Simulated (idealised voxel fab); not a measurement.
Name of the process module below: voxel gate over fins
145 nm wide, 5 nm square cells: that's cross-section cut.
How to read a cross-section here: the picture is a grid of square cells, written as bands going from the top down, and any band can span one or more rows of cells.
For a band, the entry starts with two heights in nm, that of the top and then that of the bottom, and carries on with the band's materials in order from left to right, each alongside its width in nm; the word "all across" beside a single material means it fills the band edge to edge, and "blank" means empty space.
Measure heights from 0. That's the level where, below it, the as-received wafer is all one material. The lowest band is bottomless and extends downward; write it as in "0 -> down".
Width "30->40": first value at the band's top row of cells, second value at its bottom row, equal change from row to row.
Step marked "stayed the same"? Then no cell in the cross-section changed in it.
So "Enclosed empty spaces" is basically the list of trapped voids: any empty space of 8 cells or more that can't reach the top through an opening. They're written width x height at distance, the distance being from the left edge, and it's all nm.
Post-settings text on a step line: simulator's own remark regarding the step.
overlay nm: how far to the right of its planned place the mask lay on this masked step (negative: to the left).
# Here's what the planned process steps look like
1,RECEIVE [material Si]
2,CONFORMAL_DEP [material SiN] [thk nm 5]
3,PATTERN [tone cover] [mask id FINS] [material resist] [width nm 15] [pitch nm 35] [thk nm 20] [overlay nm 0]
4,DIRECTIONAL_ETCH [etch materials SiN] [depth nm 5]
5,DIRECTIONAL_ETCH [etch materials Si] [depth nm 30]
6,STRIP [etch materials resist]
7,OXIDIZE [depth nm 5]
8,FILL_DEP [material SiO2] [thk nm 15]
9,CMP [height nm 5]
10,SELECTIVE_ETCH [etch materials SiO2] [depth nm 15]
11,STRIP [etch materials SiN]
12,CONFORMAL_DEP [material HfO2] [thk nm 5]
13,CONFORMAL_DEP [material TiN] [thk nm 5]
14,FILL_DEP [material W] [thk nm 15]
15,CMP [height nm 20]
16,CONFORMAL_DEP [material SiN] [thk nm 5]
The thk nm used in step 12 is not the same on every wafer, whereas the starting condition is; the value printed in the plan is the first wafer's.
# First of several wafers, received after step 1, in cross-section
> 0 -> down | Si all across
> Enclosed empty spaces: none
# The cross-section of the first of several wafers is given below for the end of the module, after its final step, step 16
> 25 -> 20 | SiN all across
> 20 -> 10 | W all across
> 10 -> 5 | W=25, then TiN=25, then W=10, then TiN=25, then W=10, then TiN=25, then W=25
> 5 -> 0 | W=25, then TiN=5, then HfO2=15, then TiN=5, then W=10, then TiN=5, then HfO2=15, then TiN=5, then W=10, then TiN=5, then HfO2=15, then TiN=5, then W=25
> 0 -> -5 | TiN=30, then HfO2=5, then Si=5, then HfO2=5, then TiN=20, then HfO2=5, then Si=5, then HfO2=5, then TiN=20, then HfO2=5, then Si=5, then HfO2=5, then TiN=30
> -5 -> -10 | HfO2=35, then Si=5, then HfO2=30, then Si=5, then HfO2=30, then Si=5, then HfO2=35
> -10 -> -35 | SiO2=35, then Si=5, then SiO2=30, then Si=5, then SiO2=30, then Si=5, then SiO2=35
> -35 -> down | Si all across
> Enclosed empty spaces: none
# Cross-section at module completion, last wafer
> 25 -> 20 | SiN all across
> 20 -> 15 | W=10, then TiN=5, then HfO2=115, then TiN=5, then W=10
> 15 -> 10 | TiN=15, then HfO2=115, then TiN=15
> 10 -> 0 | HfO2 all across
> 0 -> -10 | HfO2=35, then Si=5, then HfO2=30, then Si=5, then HfO2=30, then Si=5, then HfO2=35
> -10 -> -35 | SiO2=35, then Si=5, then SiO2=30, then Si=5, then SiO2=30, then Si=5, then SiO2=35
> -35 -> down | Si all across
> Enclosed empty spaces: none
# Here is how to read the rows: every wafer has a row, and it shows the wafer at the end of the module, giving for each material how many cells were gained (+) or lost (-) since the wafer was received, then listing its closed voids
thk nm 5; +41 HfO2; -182 Si; +29 SiN; +130 SiO2; +41 TiN; +86 W; Enclosed empty spaces: none
thk nm 10; +82 HfO2; -182 Si; +29 SiN; +130 SiO2; +41 TiN; +45 W; Enclosed empty spaces: none
thk nm 15; +123 HfO2; -182 Si; +29 SiN; +130 SiO2; +33 TiN; +12 W; Enclosed empty spaces: none
thk nm 20; +156 HfO2; -182 Si; +29 SiN; +130 SiO2; +8 TiN; +4 W; Enclosed empty spaces: none
